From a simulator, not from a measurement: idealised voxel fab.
Module name: voxel capacitor over wiring (process module)
FYI the section here is cut, 285 nm wide, cells are 5 nm squares.
A cross-section is a grid of square cells, given in bands from the top down. A band is one or more rows of cells. Quick guide to a band line: top height, bottom height (nm) up front; then every material left to right with its width in nm. Only one material and it's marked "full width"? Then it fills the band edge to edge. And "blank" just means empty space. Note: height 0 marks the level under which the wafer is uniformly one material as received. Lowest band unbounded below, written "0..down". With a width like "30..40", each row of cells in the band differs from the next by the same amount, the top row carrying the first number and the bottom row the second. The cross-section has no changed cell in any step marked "same as before". Entry "Sealed voids" = empty spaces >= 8 cells with no open way to the top; each as width x height at distance, distance from left edge, all nm. What comes after the settings on a step's line is commentary from the simulator itself on that step. A step line may carry the setting "overlay nm", which, for steps involving a mask, states the distance by which the mask lay to the right of its intended position; negative values denote displacement to the left.
[Process steps (planned)]
step 1: RECEIVE,material Si
step 2: CONFORMAL_DEP,material SiO2,thk nm 10
step 3: CONFORMAL_DEP,material SiN,thk nm 5
step 4: DIRECTIONAL_DEP,material SiO2,thk nm 20
step 5: MASKED_ETCH,tone open,mask id METAL_1,width nm 30,pitch nm 80,etch materials SiO2,depth nm 20,overlay nm 0
step 6: MASKED_ETCH,tone open,mask id METAL_1,width nm 30,pitch nm 80,etch materials SiN,depth nm 5,overlay nm 0
step 7: CONFORMAL_DEP,material TiN,thk nm 5
step 8: FILL_DEP,material W,thk nm 10
step 9: CMP,height nm 35
step 10: CONFORMAL_DEP,material SiCN,thk nm 5
step 11: DIRECTIONAL_DEP,material lowk,thk nm 20
step 12: PATTERN,tone open,mask id PLUG_1,material resist,width nm 15,thk nm 20,overlay nm 0
step 13: DIRECTIONAL_ETCH,etch materials lowk,depth nm 20
step 14: DIRECTIONAL_ETCH,etch materials SiCN,depth nm 5
step 15: STRIP,etch materials resist
step 16: CONFORMAL_DEP,material TiN,thk nm 5
step 17: FILL_DEP,material Cu,thk nm 10
step 18: CMP,height nm 60
step 19: DIRECTIONAL_DEP,material TiN,thk nm 5
step 20: DIRECTIONAL_DEP,material SiN,thk nm 5
step 21: DIRECTIONAL_DEP,material TiN,thk nm 10
step 22: MASKED_ETCH,tone cover,mask id UPPER_PLATE,width nm 55,etch materials TiN,depth nm 10,overlay nm 0
step 23: MASKED_ETCH,tone cover,mask id UPPER_PLATE,width nm 55,etch materials SiN,depth nm 5,overlay nm 0
step 24: DIRECTIONAL_DEP,material aC,thk nm 10
step 25: PATTERN,tone cover,mask id LOWER_PLATE,material resist,width nm 65,thk nm 30,overlay nm 0
step 26: DIRECTIONAL_ETCH,etch materials aC,depth nm 10
step 27: STRIP,etch materials resist
step 28: DIRECTIONAL_ETCH,etch materials TiN,depth nm 5
step 29: STRIP,etch materials aC
step 30: FILL_DEP,material SiO2,thk nm 15
step 31: CMP,height nm 90
step 32: MASKED_ETCH,tone open,mask id PLUG_2,width nm 15,etch materials SiO2,depth nm 10,overlay nm 0
step 33: CONFORMAL_DEP,material TiN,thk nm 5
step 34: FILL_DEP,material Ru,thk nm 5
step 35: CMP,height nm 90
step 36: CONFORMAL_DEP,material SiN,thk nm 5
[So this is the incoming wafer in cross-section - it's already been through step 1]
	0..down = Si full width
	Sealed voids: none
[Cross-section, end of module. Start: as above. Plan: as above. Execution: one mistake]
	95..90 = SiN full width
	90..85 = SiO2 110, TiN 5, Ru 5, TiN 5, SiO2 160
	85..80 = SiO2 110, TiN 15, SiO2 160
	80..75 = SiO2 95, TiN 5, SiO2 55, TiN 5, SiO2 125
	75..70 = TiN 100, SiO2 55, TiN 130
	70..65 = SiN full width
	65..60 = TiN full width
	60..40 = lowk 100, TiN 5, Cu 5, TiN 5, lowk 170
	40..35 = SiCN 100, TiN 15, SiCN 170
	35..15 = SiO2 85, TiN 5, W 20, TiN 5, SiO2 50, TiN 5, W 20, TiN 5, SiO2 90
	15..10 = SiN 85, TiN 30, SiN 50, TiN 30, SiN 90
	10..0 = SiO2 full width
	0..down = Si full width
	Sealed voids: none
The mistake made against the process plan was this: planned and actual differ for step 22; actual: MASKED_ETCH,tone open,mask id UPPER_PLATE,width nm 55,etch materials TiN,depth nm 10,overlay nm 0
